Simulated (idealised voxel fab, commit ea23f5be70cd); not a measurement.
process module | voxel wiring stack
cross-section cut | 205 nm wide | cells 5 nm
A cross-section is a grid of square cells, given in bands from the top down. A band is one or more rows of cells.
Each band's line starts with the height of the band's top and of its bottom, in nm. Then come its materials from left to right, each with its width in nm. One material with "throughout" fills the band from edge to edge. "air" is empty space.
Height 0 is the level under which the wafer as received is all one material. The lowest band goes on downwards, as in "0 down".
A width such as "30 to 40" changes by the same amount from each row of cells to the next, from the band's top row to its bottom row.
"no change" after a step means that no cell of the cross-section changed.
closed voids: empty space of 8 cells or more with no open way to the top, each as width x height at its distance from the left edge, in nm
after a step's settings: what the simulator itself notes on the step
overlay nm, on a step with a mask: how far to the right of its planned place the mask lay; to the left if negative
plan
1 op RECEIVE | material Si
2 op CONFORMAL_DEP | material SiO2 | thk nm 15
3 op DIRECTIONAL_DEP | material TiN | thk nm 5
4 op DIRECTIONAL_DEP | material W | thk nm 20
5 op DIRECTIONAL_DEP | material aC | thk nm 10
6 op PATTERN | tone cover | mask id METAL_1 | material resist | width nm 20 | pitch nm 35 | thk nm 30 | overlay nm 0
7 op DIRECTIONAL_ETCH | etch materials aC | depth nm 10
8 op STRIP | etch materials resist
9 op DIRECTIONAL_ETCH | etch materials W | depth nm 20
10 op DIRECTIONAL_ETCH | etch materials TiN | depth nm 5
11 op STRIP | etch materials aC
12 op CONFORMAL_DEP | material SiN | thk nm 5
13 op FILL_DEP | material SiO2 | thk nm 5
14 op CMP | height nm 40
15 op CONFORMAL_DEP | material SiCN | thk nm 5
16 op DIRECTIONAL_DEP | material lowk | thk nm 30
17 op MASKED_ETCH | tone open | mask id METAL_2_HOLES | width nm 15 | pitch nm 70 | etch materials lowk | depth nm 30 | overlay nm 0
18 op PATTERN | tone open | mask id METAL_2 | material resist | width nm 20 | pitch nm 35 | thk nm 20 | overlay nm 0
19 op DIRECTIONAL_ETCH | etch materials lowk | depth nm 15
20 op DIRECTIONAL_ETCH | etch materials SiCN | depth nm 5
21 op STRIP | etch materials resist
22 op CONFORMAL_DEP | material TiN | thk nm 5
23 op FILL_DEP | material Ru | thk nm 5
24 op CMP | height nm 75
25 op CONFORMAL_DEP | material SiCN | thk nm 5
26 op DIRECTIONAL_DEP | material SiO2 | thk nm 35
27 op DIRECTIONAL_DEP | material aC | thk nm 15
28 op PATTERN | tone open | mask id METAL_3 | material resist | width nm 20 | pitch nm 35 | thk nm 30 | overlay nm 0
29 op DIRECTIONAL_ETCH | etch materials aC | depth nm 15
30 op STRIP | etch materials resist
31 op DIRECTIONAL_ETCH | etch materials SiO2 | depth nm 20
32 op STRIP | etch materials aC
33 op MASKED_ETCH | tone open | mask id METAL_3_HOLES | width nm 15 | pitch nm 70 | etch materials SiO2 | depth nm 15 | overlay nm 0
34 op MASKED_ETCH | tone open | mask id METAL_3_HOLES | width nm 15 | pitch nm 70 | etch materials SiCN | depth nm 5 | overlay nm 0
35 op CONFORMAL_DEP | material TiN | thk nm 5
36 op FILL_DEP | material Ru | thk nm 5
37 op CMP | height nm 115
38 op CONFORMAL_DEP | material SiCN | thk nm 5
39 op DIRECTIONAL_DEP | material SiO2 | thk nm 35
40 op DIRECTIONAL_DEP | material aC | thk nm 10
41 op PATTERN | tone open | mask id METAL_4 | material resist | width nm 20 | pitch nm 35 | thk nm 25 | overlay nm 0
42 op DIRECTIONAL_ETCH | etch materials aC | depth nm 10
43 op STRIP | etch materials resist
44 op DIRECTIONAL_ETCH | etch materials SiO2 | depth nm 20
45 op STRIP | etch materials aC
46 op PATTERN | tone open | mask id METAL_4_HOLES | material resist | width nm 15 | pitch nm 70 | thk nm 20 | overlay nm 0
47 op DIRECTIONAL_ETCH | etch materials SiO2 | depth nm 15
48 op DIRECTIONAL_ETCH | etch materials SiCN | depth nm 5
49 op STRIP | etch materials resist
50 op CONFORMAL_DEP | material TiN | thk nm 5
51 op FILL_DEP | material Cu | thk nm 10
52 op CMP | height nm 155
53 op CONFORMAL_DEP | material SiCN | thk nm 5
as received, after step 1
  0 down: Si throughout
  closed voids: none
first wafer at the end, as planned
  160 to 155: SiCN throughout
  155 to 140: SiO2 40 | TiN 5 | Cu 10 | TiN 5 | SiO2 15 | TiN 5 | Cu 10 | TiN 5 | SiO2 15 | TiN 5 | Cu 10 | TiN 5 | SiO2 15 | TiN 5 | Cu 10 | TiN 5 | SiO2 40
  140 to 135: SiO2 40 | TiN 5 | Cu 5 | TiN 10 | SiO2 15 | TiN 20 | SiO2 15 | TiN 5 | Cu 5 | TiN 10 | SiO2 15 | TiN 20 | SiO2 40
  135 to 120: SiO2 40 | TiN 5 | Cu 5 | TiN 5 | SiO2 55 | TiN 5 | Cu 5 | TiN 5 | SiO2 80
  120 to 115: SiCN 40 | TiN 15 | SiCN 55 | TiN 15 | SiCN 80
  115 to 100: SiO2 40 | TiN 5 | Ru 10 | TiN 5 | SiO2 15 | TiN 5 | Ru 10 | TiN 5 | SiO2 15 | TiN 5 | Ru 10 | TiN 5 | SiO2 15 | TiN 5 | Ru 10 | TiN 5 | SiO2 40
  100 to 95: SiO2 40 | TiN 5 | Ru 5 | TiN 10 | SiO2 15 | TiN 20 | SiO2 15 | TiN 5 | Ru 5 | TiN 10 | SiO2 15 | TiN 20 | SiO2 40
  95 to 80: SiO2 40 | TiN 5 | Ru 5 | TiN 5 | SiO2 55 | TiN 5 | Ru 5 | TiN 5 | SiO2 80
  80 to 75: SiCN 40 | TiN 15 | SiCN 55 | TiN 15 | SiCN 80
  75 to 65: lowk 40 | TiN 5 | Ru 10 | TiN 5 | lowk 15 | TiN 5 | Ru 10 | TiN 5 | lowk 15 | TiN 5 | Ru 10 | TiN 5 | lowk 15 | TiN 5 | Ru 10 | TiN 5 | lowk 40
  65 to 60: lowk 40 | TiN 5 | Ru 5 | TiN 10 | lowk 15 | TiN 20 | lowk 15 | TiN 5 | Ru 5 | TiN 10 | lowk 15 | TiN 20 | lowk 40
  60 to 45: lowk 40 | TiN 5 | Ru 5 | TiN 5 | lowk 55 | TiN 5 | Ru 5 | TiN 5 | lowk 80
  45 to 40: SiCN 40 | TiN 15 | SiCN 55 | TiN 15 | SiCN 80
  40 to 20: SiO2 35 | SiN 5 | W 20 | SiN 5 | SiO2 5 | SiN 5 | W 20 | SiN 5 | SiO2 5 | SiN 5 | W 20 | SiN 5 | SiO2 5 | SiN 5 | W 20 | SiN 5 | SiO2 35
  20 to 15: SiN 40 | TiN 20 | SiN 15 | TiN 20 | SiN 15 | TiN 20 | SiN 15 | TiN 20 | SiN 40
  15 to 0: SiO2 throughout
  0 down: Si throughout
  closed voids: none
second wafer at the end: like start, like plan, one mistake
  160 to 155: SiCN throughout
  155 to 145: SiO2 40 | TiN 5 | Cu 10 | TiN 5 | SiO2 20 | TiN 5 | Cu 5 | TiN 5 | SiO2 15 | TiN 5 | Cu 10 | TiN 5 | SiO2 20 | TiN 5 | Cu 5 | TiN 5 | SiO2 40
  145 to 140: SiO2 40 | TiN 10 | Cu 5 | TiN 5 | SiO2 20 | TiN 5 | Cu 5 | TiN 5 | SiO2 15 | TiN 10 | Cu 5 | TiN 5 | SiO2 20 | TiN 5 | Cu 5 | TiN 5 | SiO2 40
  140 to 135: SiO2 45 | TiN 15 | SiO2 20 | TiN 15 | SiO2 20 | TiN 15 | SiO2 20 | TiN 15 | SiO2 40
  135 to 120: SiO2 45 | TiN 10 | SiO2 60 | TiN 10 | SiO2 80
  120 to 115: SiCN 45 | TiN 10 | SiCN 60 | TiN 10 | SiCN 80
  115 to 100: SiO2 40 | TiN 5 | Ru 10 | TiN 5 | SiO2 15 | TiN 5 | Ru 10 | TiN 5 | SiO2 15 | TiN 5 | Ru 10 | TiN 5 | SiO2 15 | TiN 5 | Ru 10 | TiN 5 | SiO2 40
  100 to 95: SiO2 40 | TiN 5 | Ru 5 | TiN 10 | SiO2 15 | TiN 20 | SiO2 15 | TiN 5 | Ru 5 | TiN 10 | SiO2 15 | TiN 20 | SiO2 40
  95 to 80: SiO2 40 | TiN 5 | Ru 5 | TiN 5 | SiO2 55 | TiN 5 | Ru 5 | TiN 5 | SiO2 80
  80 to 75: SiCN 40 | TiN 15 | SiCN 55 | TiN 15 | SiCN 80
  75 to 65: lowk 40 | TiN 5 | Ru 10 | TiN 5 | lowk 15 | TiN 5 | Ru 10 | TiN 5 | lowk 15 | TiN 5 | Ru 10 | TiN 5 | lowk 15 | TiN 5 | Ru 10 | TiN 5 | lowk 40
  65 to 60: lowk 40 | TiN 5 | Ru 5 | TiN 10 | lowk 15 | TiN 20 | lowk 15 | TiN 5 | Ru 5 | TiN 10 | lowk 15 | TiN 20 | lowk 40
  60 to 45: lowk 40 | TiN 5 | Ru 5 | TiN 5 | lowk 55 | TiN 5 | Ru 5 | TiN 5 | lowk 80
  45 to 40: SiCN 40 | TiN 15 | SiCN 55 | TiN 15 | SiCN 80
  40 to 20: SiO2 35 | SiN 5 | W 20 | SiN 5 | SiO2 5 | SiN 5 | W 20 | SiN 5 | SiO2 5 | SiN 5 | W 20 | SiN 5 | SiO2 5 | SiN 5 | W 20 | SiN 5 | SiO2 35
  20 to 15: SiN 40 | TiN 20 | SiN 15 | TiN 20 | SiN 15 | TiN 20 | SiN 15 | TiN 20 | SiN 40
  15 to 0: SiO2 throughout
  0 down: Si throughout
  closed voids: none
what went wrong: step 41 ran as: op PATTERN | tone open | mask id METAL_4 | material resist | width nm 15 | pitch nm 35 | thk nm 25 | overlay nm 0
at the end the second wafer has, in cells: 16 fewer of Cu | 2 more of SiCN | 16 more of SiO2 | 2 fewer of TiN
